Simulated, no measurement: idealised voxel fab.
Title: Process Module voxel self aligned contacts
160 nm wide, 5 nm square cells: that's cross-section cut.
Format of a cross-section: grid, square cells. Given as bands. Order: top down. Band: one or more rows of cells.
Band entry format. Leading values: height of top, height of bottom, nm. Remainder: materials in left-to-right order, each with its width in nm. Special words: "full width" on a single material, which then fills the band edge to edge; "empty", empty space.
Ref level 0: as-received wafer is one material below here. Bottom band extends down with no lower bound ("from 0 down").
It should be noted that a width expressed as "30 to 40" varies in equal increments from row to row of cells within the band, taking the value of the first number at the top row and that of the second number at the bottom row.
You'll sometimes find "stayed the same" written for a step, and that's the way of saying that nowhere in the cross-section did a cell change during that step.
"Closed internal voids" means: voids of 8 cells or more that are shut off from the top with no open way through. Written width x height at distance, distance from the left edge, in nm.
Anything after a step's settings on that line? It's the simulator's own note about the step.
A step's line can hold "overlay nm"; with a mask on that step, the setting says how far right of the planned place the mask lay, while a negative setting says it lay to the left.

Listed below are the process steps as planned:
| 1 | RECEIVE,material Si |
| 2 | OXIDIZE,depth nm 5 |
| 3 | DIRECTIONAL_DEP,material polySi,thk nm 25 |
| 4 | DIRECTIONAL_DEP,material SiN,thk nm 20 |
| 5 | DIRECTIONAL_DEP,material aC,thk nm 10 |
| 6 | PATTERN,tone cover,mask id GATE,material resist,width nm 20,pitch nm 75,thk nm 25,overlay nm 0 |
| 7 | DIRECTIONAL_ETCH,etch materials aC,depth nm 10 |
| 8 | STRIP,etch materials resist |
| 9 | DIRECTIONAL_ETCH,etch materials SiN,depth nm 20 |
| 10 | DIRECTIONAL_ETCH,etch materials polySi,depth nm 25 |
| 11 | STRIP,etch materials aC |
| 12 | CONFORMAL_DEP,material SiN,thk nm 10 |
| 13 | DIRECTIONAL_ETCH,etch materials SiN,depth nm 10 |
| 14 | FILL_DEP,material SiO2,thk nm 15 |
| 15 | CMP,height nm 50 |
| 16 | DIRECTIONAL_DEP,material aC,thk nm 15 |
| 17 | PATTERN,tone open,mask id CONTACT,material resist,width nm 55,thk nm 35,overlay nm 0 |
| 18 | DIRECTIONAL_ETCH,etch materials aC,depth nm 15 |
| 19 | STRIP,etch materials resist |
| 20 | DIRECTIONAL_ETCH,etch materials SiO2,depth nm 55 |
| 21 | STRIP,etch materials aC |
| 22 | CONFORMAL_DEP,material TiN,thk nm 5 |
| 23 | FILL_DEP,material Ru,thk nm 10 |
| 24 | CMP,height nm 50 |
| 25 | CONFORMAL_DEP,material SiCN,thk nm 5 |
For this document, wafers share an identical start and vary in the step 6 width nm; the plan quotes the first wafer's value.

Incoming state of the first of several wafers in cross-section: after step 1:
- from 0 down | Si full width
- Closed internal voids: none

Below is a per-wafer table. In it, each row describes the wafer at the end of the module by giving, for each material, the number of cells gained (+) or lost (-) since the wafer was received, and after that the closed voids of the wafer:
width nm 20; +50 Ru; -32 Si; +32 SiCN; +104 SiN; +127 SiO2; +31 TiN; +40 polySi; Closed internal voids: none
width nm 25; +40 Ru; -32 Si; +32 SiCN; +112 SiN; +119 SiO2; +31 TiN; +50 polySi; Closed internal voids: none
width nm 30; +30 Ru; -32 Si; +32 SiCN; +120 SiN; +111 SiO2; +31 TiN; +60 polySi; Closed internal voids: none
width nm 35; +20 Ru; -32 Si; +32 SiCN; +128 SiN; +103 SiO2; +31 TiN; +70 polySi; Closed internal voids: none
width nm 40; +10 Ru; -32 Si; +32 SiCN; +136 SiN; +95 SiO2; +31 TiN; +80 polySi; Closed internal voids: none
width nm 45; -32 Si; +32 SiCN; +144 SiN; +87 SiO2; +31 TiN; +90 polySi; Closed internal voids: none
